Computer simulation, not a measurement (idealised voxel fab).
voxel self aligned vias: a process module
Each square cell in cross-section cut measures 5 nm, and the section as a whole is 240 nm wide.
Cross-section layout: square cells on a grid; listed as bands, top to bottom; a band spans one or more cell rows. Heights first: top, then bottom, in nm. Then materials, left to right, each with a width in nm. "throughout" on a single material: fills the band edge to edge. "air": empty space. Basically, 0 is our baseline, since under it the wafer straight out of the box is all one material. The bottom band has no lower end and keeps on going down, so it looks like "top 0, no bottom". The notation "30->40" denotes a width that varies across the rows of cells in the band, beginning at the first number in the top row, finishing at the second number in the bottom row, and changing by an identical amount from each row to the next. For the purposes of this document, the phrase "same as before" attached to a step denotes that no cell within the cross-section was modified by that step. Each empty space that has no open way to the top and spans at least 8 cells appears under "Completely enclosed voids" as width x height at distance, the distance counted from the left edge, all in nm. Heads up: the bit after the settings on a step's line is the simulator's remark on that step. "overlay nm" on a masked step: distance the mask lay right of its planned place, negative for left.
INTENDED PROCESS STEPS
| 1 | RECEIVE (material Si) |
| 2 | CONFORMAL_DEP (material SiO2; thk nm 15) |
| 3 | CONFORMAL_DEP (material SiCN; thk nm 5) |
| 4 | DIRECTIONAL_DEP (material SiO2; thk nm 25) |
| 5 | MASKED_ETCH (tone open; mask id LINES; width nm 30; pitch nm 55; etch materials SiO2; depth nm 25; overlay nm 0) |
| 6 | CONFORMAL_DEP (material TiN; thk nm 5) |
| 7 | FILL_DEP (material W; thk nm 10) |
| 8 | CMP (height nm 45) |
| 9 | SELECTIVE_ETCH (etch materials W Ru TiN; depth nm 5) |
| 10 | FILL_DEP (material SiN; thk nm 10) |
| 11 | CMP (height nm 45) |
| 12 | DIRECTIONAL_DEP (material SiO2; thk nm 20) |
| 13 | MASKED_ETCH (tone open; mask id VIAS; width nm 40; pitch nm 55; etch materials SiO2; depth nm 20; overlay nm 0) |
| 14 | MASKED_ETCH (tone open; mask id VIAS; width nm 40; pitch nm 55; etch materials SiN; depth nm 5; overlay nm 0) |
| 15 | CONFORMAL_DEP (material TiN; thk nm 5) |
| 16 | FILL_DEP (material W; thk nm 10) |
| 17 | CMP (height nm 65) |
| 18 | CONFORMAL_DEP (material SiCN; thk nm 5) |
FIRST WAFER, AS PLANNED
SHOWN IN CROSS-SECTION IS THE WAFER AS RECEIVED, THAT IS, AS IT STANDS AFTER STEP 1
> top 0, no bottom: Si throughout
> Completely enclosed voids: none
PRESENTED HERE IS A CROSS-SECTION OF THE WAFER AFTER STEP 2 HAS BEEN PERFORMED
> top 15, bottom 0: SiO2 throughout
> All layers under 0 are left as they were.
PRESENTED HERE IS A CROSS-SECTION OF THE WAFER AFTER STEP 3 HAS BEEN PERFORMED
> top 20, bottom 15: SiCN throughout
> All layers under 15 are left as they were.
PRESENTED HERE IS A CROSS-SECTION OF THE WAFER AFTER STEP 4 HAS BEEN PERFORMED
> top 45, bottom 20: SiO2 throughout
> All layers under 20 are left as they were.
PRESENTED HERE IS A CROSS-SECTION OF THE WAFER AFTER STEP 5 HAS BEEN PERFORMED
> top 45, bottom 20: SiO2 75 | air 30 | SiO2 25 | air 30 | SiO2 80
> All layers under 20 are left as they were.
PRESENTED HERE IS A CROSS-SECTION OF THE WAFER AFTER STEP 6 HAS BEEN PERFORMED
> top 50, bottom 45: TiN 80 | air 20 | TiN 35 | air 20 | TiN 85
> top 45, bottom 25: SiO2 75 | TiN 5 | air 20 | TiN 5 | SiO2 25 | TiN 5 | air 20 | TiN 5 | SiO2 80
> top 25, bottom 20: SiO2 75 | TiN 30 | SiO2 25 | TiN 30 | SiO2 80
> All layers under 20 are left as they were.
PRESENTED HERE IS A CROSS-SECTION OF THE WAFER AFTER STEP 7 HAS BEEN PERFORMED
> top 60, bottom 50: W throughout
> top 50, bottom 45: TiN 80 | W 20 | TiN 35 | W 20 | TiN 85
> top 45, bottom 25: SiO2 75 | TiN 5 | W 20 | TiN 5 | SiO2 25 | TiN 5 | W 20 | TiN 5 | SiO2 80
> All layers under 25 are left as they were.
PRESENTED HERE IS A CROSS-SECTION OF THE WAFER AFTER STEP 8 HAS BEEN PERFORMED
> top 45, bottom 25: SiO2 75 | TiN 5 | W 20 | TiN 5 | SiO2 25 | TiN 5 | W 20 | TiN 5 | SiO2 80
> All layers under 25 are left as they were.
PRESENTED HERE IS A CROSS-SECTION OF THE WAFER AFTER STEP 9 HAS BEEN PERFORMED
> top 45, bottom 40: SiO2 75 | air 30 | SiO2 25 | air 30 | SiO2 80
> All layers under 40 are left as they were.
PRESENTED HERE IS A CROSS-SECTION OF THE WAFER AFTER STEP 10 HAS BEEN PERFORMED
> top 55, bottom 45: SiN throughout
> top 45, bottom 40: SiO2 75 | SiN 30 | SiO2 25 | SiN 30 | SiO2 80
> All layers under 40 are left as they were.
PRESENTED HERE IS A CROSS-SECTION OF THE WAFER AFTER STEP 11 HAS BEEN PERFORMED
> top 45, bottom 40: SiO2 75 | SiN 30 | SiO2 25 | SiN 30 | SiO2 80
> All layers under 40 are left as they were.
PRESENTED HERE IS A CROSS-SECTION OF THE WAFER AFTER STEP 12 HAS BEEN PERFORMED
> top 65, bottom 45: SiO2 throughout
> All layers under 45 are left as they were.
PRESENTED HERE IS A CROSS-SECTION OF THE WAFER AFTER STEP 13 HAS BEEN PERFORMED
> top 65, bottom 45: SiO2 70 | air 40 | SiO2 15 | air 40 | SiO2 75
> All layers under 45 are left as they were.
PRESENTED HERE IS A CROSS-SECTION OF THE WAFER AFTER STEP 14 HAS BEEN PERFORMED
> top 65, bottom 45: SiO2 70 | air 40 | SiO2 15 | air 40 | SiO2 75
> top 45, bottom 40: SiO2 75 | air 30 | SiO2 25 | air 30 | SiO2 80
> All layers under 40 are left as they were.
PRESENTED HERE IS A CROSS-SECTION OF THE WAFER AFTER STEP 15 HAS BEEN PERFORMED
> top 70, bottom 65: TiN 75 | air 30 | TiN 25 | air 30 | TiN 80
> top 65, bottom 50: SiO2 70 | TiN 5 | air 30 | TiN 5 | SiO2 15 | TiN 5 | air 30 | TiN 5 | SiO2 75
> top 50, bottom 45: SiO2 70 | TiN 10 | air 20 | TiN 10 | SiO2 15 | TiN 10 | air 20 | TiN 10 | SiO2 75
> top 45, bottom 40: SiO2 75 | TiN 30 | SiO2 25 | TiN 30 | SiO2 80
> All layers under 40 are left as they were.
PRESENTED HERE IS A CROSS-SECTION OF THE WAFER AFTER STEP 16 HAS BEEN PERFORMED
> top 80, bottom 70: W throughout
> top 70, bottom 65: TiN 75 | W 30 | TiN 25 | W 30 | TiN 80
> top 65, bottom 50: SiO2 70 | TiN 5 | W 30 | TiN 5 | SiO2 15 | TiN 5 | W 30 | TiN 5 | SiO2 75
> top 50, bottom 45: SiO2 70 | TiN 10 | W 20 | TiN 10 | SiO2 15 | TiN 10 | W 20 | TiN 10 | SiO2 75
> All layers under 45 are left as they were.
PRESENTED HERE IS A CROSS-SECTION OF THE WAFER AFTER STEP 17 HAS BEEN PERFORMED
> top 65, bottom 50: SiO2 70 | TiN 5 | W 30 | TiN 5 | SiO2 15 | TiN 5 | W 30 | TiN 5 | SiO2 75
> All layers under 50 are left as they were.
PRESENTED HERE IS A CROSS-SECTION OF THE WAFER AFTER STEP 18 HAS BEEN PERFORMED
> top 70, bottom 65: SiCN throughout
> All layers under 65 are left as they were.
SECOND WAFER (IDENTICAL START AND PLAN, ONE PROCESSING ERROR; MATCHES FIRST WAFER THROUGH STEP 9)
AT THE PLANNED END OF STEP 10, THE SECOND WAFER IN CROSS-SECTION
> top 55, bottom 40: SiO2 throughout
> All layers under 40 are left as they were.
AT THE PLANNED END OF STEP 11, THE SECOND WAFER IN CROSS-SECTION
> top 45, bottom 40: SiO2 throughout
> All layers under 40 are left as they were.
AT THE PLANNED END OF STEP 12, THE SECOND WAFER IN CROSS-SECTION
> top 65, bottom 40: SiO2 throughout
> All layers under 40 are left as they were.
AT THE PLANNED END OF STEP 13, THE SECOND WAFER IN CROSS-SECTION
> top 65, bottom 45: SiO2 70 | air 40 | SiO2 15 | air 40 | SiO2 75
> All layers under 45 are left as they were.
At the planned end of step 14, the second wafer in cross-section: same as before
AT THE PLANNED END OF STEP 15, THE SECOND WAFER IN CROSS-SECTION
> top 70, bottom 65: TiN 75 | air 30 | TiN 25 | air 30 | TiN 80
> top 65, bottom 50: SiO2 70 | TiN 5 | air 30 | TiN 5 | SiO2 15 | TiN 5 | air 30 | TiN 5 | SiO2 75
> top 50, bottom 45: SiO2 70 | TiN 40 | SiO2 15 | TiN 40 | SiO2 75
> All layers under 45 are left as they were.
AT THE PLANNED END OF STEP 16, THE SECOND WAFER IN CROSS-SECTION
> top 80, bottom 70: W throughout
> top 70, bottom 65: TiN 75 | W 30 | TiN 25 | W 30 | TiN 80
> top 65, bottom 50: SiO2 70 | TiN 5 | W 30 | TiN 5 | SiO2 15 | TiN 5 | W 30 | TiN 5 | SiO2 75
> All layers under 50 are left as they were.
AT THE PLANNED END OF STEP 17, THE SECOND WAFER IN CROSS-SECTION
> top 65, bottom 50: SiO2 70 | TiN 5 | W 30 | TiN 5 | SiO2 15 | TiN 5 | W 30 | TiN 5 | SiO2 75
> All layers under 50 are left as they were.
AT THE PLANNED END OF STEP 18, THE SECOND WAFER IN CROSS-SECTION
> top 70, bottom 65: SiCN throughout
> All layers under 65 are left as they were.
Diagnosis: step 10 changed vs plan, executed as FILL_DEP (material SiO2; thk nm 10)
The closing comparison, in cells, has the second wafer with more or fewer of some materials than the first: 12 more of SiO2 | 4 fewer of TiN | 8 fewer of W
